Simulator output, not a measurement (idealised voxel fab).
This is a process module. Its name is voxel double patterning.
Shown is cross-section cut, with a width of 230 nm and square cells of size 5 nm.
Square cells in a grid make up a cross-section in this document, and the grid is given as bands, listed from the top down, each one or more rows of cells.
First you get the band's top height and its bottom height, in nm, and then the materials it's made of, left to right, with each width in nm. If you see a single material with "full width", that one covers the band edge to edge. "blank" is empty space.
Ref level 0: as-received wafer is one material below here. Bottom band extends down with no lower bound ("z 0 and below").
A width given as "30 to 40" starts at the first number in the band's top row and ends at the second number in its bottom row, shifting by an equal amount at every step from row to row.
The designation "remained the same", where it is given for a processing step, indicates that no cell of the cross-section was altered in the course of that step.
Listed in "Enclosed void listing": every empty space of 8 or more cells without an open way to the top. Form: width x height at distance, the distance being from the left edge, all in nm.
Whatever follows a step's settings on its line is a remark the simulator itself makes about that step.
overlay nm: right-of-plan distance of the mask on a masked step; negative values mean left-of-plan.
# Steps planned for the process
step 1: RECEIVE (material Si)
step 2: CONFORMAL_DEP (material SiO2; thk nm 5)
step 3: DIRECTIONAL_DEP (material W; thk nm 20)
step 4: DIRECTIONAL_DEP (material SiCN; thk nm 10)
step 5: DIRECTIONAL_DEP (material aC; thk nm 10)
step 6: PATTERN (tone open; mask id FIRST; material resist; width nm 15; pitch nm 50; thk nm 25; overlay nm 0)
step 7: DIRECTIONAL_ETCH (etch materials aC; depth nm 10)
step 8: STRIP (etch materials resist)
step 9: DIRECTIONAL_ETCH (etch materials SiCN; depth nm 10)
step 10: STRIP (etch materials aC)
step 11: MASKED_ETCH (tone open; mask id SECOND; width nm 15; pitch nm 50; etch materials SiCN; depth nm 10; overlay nm 0)
step 12: DIRECTIONAL_ETCH (etch materials W; depth nm 20)
step 13: STRIP (etch materials SiCN)
Heads up: all these wafers start the same, and what changes between them is the width nm in step 6. The value you see in the plan is just what the first wafer got.
# After step 1, as received: first of several wafers, cross-section
z 0 and below  Si full width
Enclosed void listing: none
# Heads up, this table goes wafer by wafer. A row tells you, at the end of the module, how many cells of each material that wafer has put on (+) or dropped (-) since it was received, and then its closed voids
width nm 15; +46 SiO2; +124 W; Enclosed void listing: none
width nm 20; +46 SiO2; +112 W; Enclosed void listing: none
width nm 25; +46 SiO2; +100 W; Enclosed void listing: none
width nm 30; +46 SiO2; +88 W; Enclosed void listing: none
